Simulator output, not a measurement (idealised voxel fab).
Documented hereafter: the process module known as voxel wiring stack.
cross-section cut | 240 nm wide | cells 5 nm
In this document a cross-section is written as a grid of square cells. It is given as a series of bands, listed from the top down, and a band is one or more rows of cells. A band entry consists of two parts. The first gives the height of the band's top and the height of its bottom, in nm. The rest lists the band's materials from left to right, each with its width in nm. A single material labelled with the word "full width" fills the band from edge to edge, and the word "air" marks empty space. Height is counted from the level 0, under which the received wafer is composed throughout of one material. The lowest of the bands is not closed at the bottom but continues downward, in the notation "top 0, no bottom". When a width is written as two numbers, as in "30->40", the first number is the width in the top row of cells of the band and the second is the width in its bottom row, and the width changes by the same amount from each row to the next. It should be understood that the words "nothing changed", when stated for a given step, signify that the cross-section underwent no change in any of its cells during that step. If an empty space has no open way to the top and is at least 8 cells in size, "Unvented internal voids" lists it, written width x height at distance, where distance is measured from the left edge and every value is in nm. On each step's line, the part that comes after the settings is the simulator's own comment on the step. A step's line can hold "overlay nm"; with a mask on that step, the setting says how far right of the planned place the mask lay, while a negative setting says it lay to the left.
-- List of planned process steps
1,RECEIVE, material Si
2,CONFORMAL_DEP, material SiO2, thk nm 10
3,DIRECTIONAL_DEP, material TiN, thk nm 5
4,DIRECTIONAL_DEP, material Ru, thk nm 20
5,MASKED_ETCH, tone cover, mask id METAL_1, width nm 20, pitch nm 40, etch materials Ru, depth nm 20, overlay nm 0
6,MASKED_ETCH, tone cover, mask id METAL_1, width nm 20, pitch nm 40, etch materials TiN, depth nm 5, overlay nm 0
7,FILL_DEP, material SiO2, thk nm 5
8,CMP, height nm 35
9,CONFORMAL_DEP, material SiCN, thk nm 5
10,DIRECTIONAL_DEP, material lowk, thk nm 10
11,MASKED_ETCH, tone open, mask id PLUG_1, width nm 15, pitch nm 80, etch materials lowk, depth nm 10, overlay nm -15
12,MASKED_ETCH, tone open, mask id PLUG_1, width nm 15, pitch nm 80, etch materials SiCN, depth nm 5, overlay nm 0
13,CONFORMAL_DEP, material TiN, thk nm 5
14,FILL_DEP, material Ru, thk nm 10
15,CMP, height nm 50
16,DIRECTIONAL_DEP, material TiN, thk nm 5
17,DIRECTIONAL_DEP, material Ru, thk nm 20
18,PATTERN, tone cover, mask id METAL_2, material resist, width nm 20, pitch nm 40, thk nm 20, overlay nm 0
19,DIRECTIONAL_ETCH, etch materials Ru, depth nm 20
20,DIRECTIONAL_ETCH, etch materials TiN, depth nm 5
21,STRIP, etch materials resist
22,CONFORMAL_DEP, material SiCN, thk nm 5
23,FILL_DEP, material lowk, thk nm 5
24,CMP, height nm 75
25,CONFORMAL_DEP, material SiCN, thk nm 5
Quick note for whoever runs this: the wafers start identical, but the overlay nm at step 11 isn't the same across them. The plan just shows what the first wafer had.
-- First wafer of several, as received: cross-section after step 1
- top 0, no bottom: Si full width
- Unvented internal voids: none
-- Tabulated below, wafer by wafer, are the end-of-module results: for each material, the number of cells gained (+) or lost (-) relative to the as-received state, followed by the closed voids
overlay nm -15 | +98 Ru | +156 SiCN | +276 SiO2 | +34 TiN | +204 lowk | Unvented internal voids: none
overlay nm -10 | +98 Ru | +154 SiCN | +276 SiO2 | +36 TiN | +204 lowk | Unvented internal voids: none
overlay nm -5 | +98 Ru | +152 SiCN | +276 SiO2 | +38 TiN | +204 lowk | Unvented internal voids: none
overlay nm 0 | +100 Ru | +150 SiCN | +276 SiO2 | +38 TiN | +204 lowk | Unvented internal voids: none
overlay nm 5 | +98 Ru | +152 SiCN | +276 SiO2 | +38 TiN | +204 lowk | Unvented internal voids: none
overlay nm 10 | +98 Ru | +154 SiCN | +276 SiO2 | +36 TiN | +204 lowk | Unvented internal voids: none
overlay nm 15 | +98 Ru | +156 SiCN | +276 SiO2 | +34 TiN | +204 lowk | Unvented internal voids: none
